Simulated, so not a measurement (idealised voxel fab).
process module | voxel self aligned vias
cross-section cut | 155 nm wide | cells 5 nm
A cross-section is a grid of square cells, given in bands from the top down. A band is one or more rows of cells.
Each band's line starts with the height of the band's top and of its bottom, in nm. Then come its materials from left to right, each with its width in nm. One material with "throughout" fills the band from edge to edge. "air" is empty space.
Height 0 is the level under which the wafer as received is all one material. The lowest band goes on downwards, as in "0 down".
A width such as "30 to 40" changes by the same amount from each row of cells to the next, from the band's top row to its bottom row.
"no change" after a step means that no cell of the cross-section changed.
closed voids: empty space of 8 cells or more with no open way to the top, each as width x height at its distance from the left edge, in nm
after a step's settings: what the simulator itself notes on the step
overlay nm, on a step with a mask: how far to the right of its planned place the mask lay; to the left if negative
plan
1 op RECEIVE | material Si
2 op CONFORMAL_DEP | material SiO2 | thk nm 15
3 op CONFORMAL_DEP | material SiCN | thk nm 5
4 op DIRECTIONAL_DEP | material lowk | thk nm 30
5 op DIRECTIONAL_DEP | material aC | thk nm 15
6 op PATTERN | tone open | mask id LINES | material resist | width nm 25 | pitch nm 75 | thk nm 35 | overlay nm 0
7 op DIRECTIONAL_ETCH | etch materials aC | depth nm 15
8 op STRIP | etch materials resist
9 op DIRECTIONAL_ETCH | etch materials lowk | depth nm 30
10 op STRIP | etch materials aC
11 op CONFORMAL_DEP | material TiN | thk nm 5
12 op FILL_DEP | material Ru | thk nm 5
13 op CMP | height nm 50
14 op SELECTIVE_ETCH | etch materials W Ru TiN | depth nm 5
15 op FILL_DEP | material SiN | thk nm 10
16 op CMP | height nm 50
17 op DIRECTIONAL_DEP | material lowk | thk nm 20
18 op DIRECTIONAL_DEP | material aC | thk nm 10
19 op PATTERN | tone open | mask id VIAS | material resist | width nm 45 | pitch nm 75 | thk nm 30 | overlay nm 0
20 op DIRECTIONAL_ETCH | etch materials aC | depth nm 10
21 op STRIP | etch materials resist
22 op DIRECTIONAL_ETCH | etch materials lowk | depth nm 20
23 op DIRECTIONAL_ETCH | etch materials SiN | depth nm 5
24 op STRIP | etch materials aC
25 op CONFORMAL_DEP | material TiN | thk nm 5
26 op FILL_DEP | material Ru | thk nm 10
27 op CMP | height nm 70
28 op CONFORMAL_DEP | material SiCN | thk nm 5
as received, after step 1
  0 down: Si throughout
  closed voids: none
first wafer at the end, as planned
  75 to 70: SiCN throughout
  70 to 55: lowk 15 | TiN 5 | Ru 35 | TiN 5 | lowk 30 | TiN 5 | Ru 35 | TiN 5 | lowk 20
  55 to 50: lowk 15 | TiN 15 | Ru 15 | TiN 15 | lowk 30 | TiN 15 | Ru 15 | TiN 15 | lowk 20
  50 to 45: lowk 25 | TiN 25 | lowk 50 | TiN 25 | lowk 30
  45 to 25: lowk 25 | TiN 5 | Ru 15 | TiN 5 | lowk 50 | TiN 5 | Ru 15 | TiN 5 | lowk 30
  25 to 20: lowk 25 | TiN 25 | lowk 50 | TiN 25 | lowk 30
  20 to 15: SiCN throughout
  15 to 0: SiO2 throughout
  0 down: Si throughout
  closed voids: none
second wafer at the end: like start, like plan, one mistake
  75 to 70: SiCN throughout
  70 to 50: lowk 15 | TiN 5 | Ru 35 | TiN 5 | lowk 30 | TiN 5 | Ru 35 | TiN 5 | lowk 20
  50 to 45: lowk 15 | TiN 45 | lowk 30 | TiN 45 | lowk 20
  45 to 40: lowk 15 | TiN 15 | Ru 15 | TiN 15 | lowk 30 | TiN 15 | Ru 15 | TiN 15 | lowk 20
  40 to 25: lowk 25 | TiN 5 | Ru 15 | TiN 5 | lowk 50 | TiN 5 | Ru 15 | TiN 5 | lowk 30
  25 to 20: lowk 25 | TiN 25 | lowk 50 | TiN 25 | lowk 30
  20 to 15: SiCN throughout
  15 to 0: SiO2 throughout
  0 down: Si throughout
  closed voids: none
what went wrong: step 22 ran as: op DIRECTIONAL_ETCH | etch materials lowk | depth nm 30
at the end the second wafer has, in cells: 8 more of Ru | 8 more of TiN | 16 fewer of lowk
